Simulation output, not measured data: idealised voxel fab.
This section sets out a process module, namely voxel capacitor over wiring.
The cross-section on display is named cut; it measures 240 nm wide, and its cells are 5 nm squares.
Format of a cross-section: grid, square cells. Given as bands. Order: top down. Band: one or more rows of cells.
A band entry consists of two parts. The first gives the height of the band's top and the height of its bottom, in nm. The rest lists the band's materials from left to right, each with its width in nm. A single material labelled with the word "edge to edge" fills the band from edge to edge, and the word "empty" marks empty space.
Beneath 0, the wafer as received is one material, and that level is where height counting begins. The lowest band goes on downward without a bottom; it is written like "0..down".
Width spec "30 to 40" -> top row of cells at first value, bottom row at second value, equal per-row change in between.
"no change" means the step left every cell of the cross-section as it was.
If an empty space has no open way to the top and is at least 8 cells in size, "Closed void entries" lists it, written width x height at distance, where distance is measured from the left edge and every value is in nm.
Formally, on a step line, whatever follows the settings is a remark that the simulator itself makes on the step.
On any step carrying a mask, the "overlay nm" setting, if present on the step's line, tells how far right of its planned place the mask lay; negative values point to the left.
Every pair from here on: before one process step, after it. The after cross-section reaches only to the lowest band that changed. Below the pair: the step in between and its settings. Pairs can belong to different runs of this module on the same starting wafer; a pair carries on from the pair above only if the entry headed "Ex-ante state" says so.

## Ex-ante state
  80..65: aC edge to edge
  65..60: TiN edge to edge
  60..55: Al2O3 edge to edge
  55..50: TiN edge to edge
  50..40: lowk=75 / Ru=15 / lowk=150
  40..35: SiCN=75 / Ru=15 / SiCN=150
  35..20: SiO2=65 / TiN=5 / Ru=15 / TiN=5 / SiO2=60 / TiN=5 / Ru=15 / TiN=5 / SiO2=65
  20..15: SiCN=65 / TiN=25 / SiCN=60 / TiN=25 / SiCN=65
  15..0: SiO2 edge to edge
  0..down: Si edge to edge
  Closed void entries: none

## Post-Step Section View
  110..80: resist=75 / empty=65 / resist=100
  Below a height of 80, the structure has not been altered.
  Closed void entries: none
Between the cross-sections above, the step performed was PATTERN,tone open,mask id UPPER_PLATE,material resist,width nm 65,thk nm 30,overlay nm 0

Ex-ante state: nothing new to draw here, it's the after view of the pair just above.

## Post-Step Section View
  95..80: resist=75 / empty=65 / resist=100
  80..65: aC=75 / empty=65 / aC=100
  Below a height of 65, the structure has not been altered.
  Closed void entries: none
Between the cross-sections above, the step performed was DIRECTIONAL_ETCH,etch materials aC,depth nm 15

Ex-ante state: nothing new to draw here, it's the after view of the pair just above.

## Post-Step Section View
  80..65: aC=75 / empty=65 / aC=100
  Below a height of 65, the structure has not been altered.
  Closed void entries: none
Between the cross-sections above, the step performed was STRIP,etch materials resist

Ex-ante state: nothing new to draw here, it's the after view of the pair just above.

## Post-Step Section View
  80..65: aC=75 / empty=65 / aC=100
  65..60: TiN=75 / empty=65 / TiN=100
  Below a height of 60, the structure has not been altered.
  Closed void entries: none
Between the cross-sections above, the step performed was DIRECTIONAL_ETCH,etch materials TiN,depth nm 5

Ex-ante state: nothing new to draw here, it's the after view of the pair just above.

## Post-Step Section View
  80..65: aC=75 / empty=65 / aC=100
  65..60: TiN=75 / empty=65 / TiN=100
  60..55: Al2O3=75 / empty=65 / Al2O3=100
  Below a height of 55, the structure has not been altered.
  Closed void entries: none
Between the cross-sections above, the step performed was DIRECTIONAL_ETCH,etch materials Al2O3,depth nm 5

Ex-ante state: nothing new to draw here, it's the after view of the pair just above.

## Post-Step Section View
  65..60: TiN=75 / empty=65 / TiN=100
  Below a height of 60, the structure has not been altered.
  Closed void entries: none
Between the cross-sections above, the step performed was STRIP,etch materials aC

Ex-ante state: nothing new to draw here, it's the after view of the pair just above.

## Post-Step Section View
  85..65: empty=70 / resist=75 / empty=95
  65..60: TiN=75 / resist=65 / TiN=100
  60..55: Al2O3=75 / resist=65 / Al2O3=100
  Below a height of 55, the structure has not been altered.
  Closed void entries: none
Between the cross-sections above, the step performed was PATTERN,tone cover,mask id LOWER_PLATE,material resist,width nm 75,thk nm 20,overlay nm 0

Ex-ante state: nothing new to draw here, it's the after view of the pair just above.

## Post-Step Section View
  85..65: empty=70 / resist=75 / empty=95
  65..60: empty=70 / TiN=5 / resist=65 / TiN=5 / empty=95
  Below a height of 60, the structure has not been altered.
  Closed void entries: none
Between the cross-sections above, the step performed was DIRECTIONAL_ETCH,etch materials TiN,depth nm 5

Ex-ante state: nothing new to draw here, it's the after view of the pair just above.

## Post-Step Section View
  65..60: empty=70 / TiN=5 / empty=65 / TiN=5 / empty=95
  60..55: Al2O3=75 / empty=65 / Al2O3=100
  Below a height of 55, the structure has not been altered.
  Closed void entries: none
Between the cross-sections above, the step performed was STRIP,etch materials resist

Ex-ante state: nothing new to draw here, it's the after view of the pair just above.

## Post-Step Section View
  80..65: SiO2 edge to edge
  65..60: SiO2=70 / TiN=5 / SiO2=65 / TiN=5 / SiO2=95
  60..55: Al2O3=75 / SiO2=65 / Al2O3=100
  Below a height of 55, the structure has not been altered.
  Closed void entries: none
Between the cross-sections above, the step performed was FILL_DEP,material SiO2,thk nm 15

Ex-ante state: nothing new to draw here, it's the after view of the pair just above.

## Post-Step Section View
  75..65: SiO2 edge to edge
  Below a height of 65, the structure has not been altered.
  Closed void entries: none
Between the cross-sections above, the step performed was CMP,height nm 75

Ex-ante state: nothing new to draw here, it's the after view of the pair just above.

## Post-Step Section View
  90..75: aC edge to edge
  Below a height of 75, the structure has not been altered.
  Closed void entries: none
Between the cross-sections above, the step performed was DIRECTIONAL_DEP,material aC,thk nm 15

Ex-ante state: nothing new to draw here, it's the after view of the pair just above.

## Post-Step Section View
  125..90: resist=85 / empty=15 / resist=140
  Below a height of 90, the structure has not been altered.
  Closed void entries: none
Between the cross-sections above, the step performed was PATTERN,tone open,mask id PLUG_2,material resist,width nm 15,thk nm 35,overlay nm 0

Ex-ante state: nothing new to draw here, it's the after view of the pair just above.

## Post-Step Section View
  110..90: resist=85 / empty=15 / resist=140
  90..75: aC=85 / empty=15 / aC=140
  Below a height of 75, the structure has not been altered.
  Closed void entries: none
Between the cross-sections above, the step performed was DIRECTIONAL_ETCH,etch materials aC,depth nm 15

Ex-ante state: nothing new to draw here, it's the after view of the pair just above.

## Post-Step Section View
  90..75: aC=85 / empty=15 / aC=140
  Below a height of 75, the structure has not been altered.
  Closed void entries: none
Between the cross-sections above, the step performed was STRIP,etch materials resist

Ex-ante state: nothing new to draw here, it's the after view of the pair just above.

## Post-Step Section View
  90..75: aC=85 / empty=15 / aC=140
  75..65: SiO2=85 / empty=15 / SiO2=140
  Below a height of 65, the structure has not been altered.
  Closed void entries: none
Between the cross-sections above, the step performed was DIRECTIONAL_ETCH,etch materials SiO2,depth nm 10

Ex-ante state: nothing new to draw here, it's the after view of the pair just above.

## Post-Step Section View
  75..65: SiO2=85 / empty=15 / SiO2=140
  Below a height of 65, the structure has not been altered.
  Closed void entries: none
Between the cross-sections above, the step performed was STRIP,etch materials aC

Ex-ante state: nothing new to draw here, it's the after view of the pair just above.

## Post-Step Section View
  80..75: TiN=90 / empty=5 / TiN=145
  75..70: SiO2=85 / TiN=5 / empty=5 / TiN=5 / SiO2=140
  70..65: SiO2=85 / TiN=15 / SiO2=140
  Below a height of 65, the structure has not been altered.
  Closed void entries: none
Between the cross-sections above, the step performed was CONFORMAL_DEP,material TiN,thk nm 5

Ex-ante state: nothing new to draw here, it's the after view of the pair just above.

## Post-Step Section View
  85..80: W edge to edge
  80..75: TiN=90 / W=5 / TiN=145
  75..70: SiO2=85 / TiN=5 / W=5 / TiN=5 / SiO2=140
  Below a height of 70, the structure has not been altered.
  Closed void entries: none
Between the cross-sections above, the step performed was FILL_DEP,material W,thk nm 5

Ex-ante state: nothing new to draw here, it's the after view of the pair just above.

## Post-Step Section View
  75..70: SiO2=85 / TiN=5 / W=5 / TiN=5 / SiO2=140
  Below a height of 70, the structure has not been altered.
  Closed void entries: none
Between the cross-sections above, the step performed was CMP,height nm 75

Ex-ante state: nothing new to draw here, it's the after view of the pair just above.

## Post-Step Section View
  80..75: SiCN edge to edge
  Below a height of 75, the structure has not been altered.
  Closed void entries: none
Between the cross-sections above, the step performed was CONFORMAL_DEP,material SiCN,thk nm 5
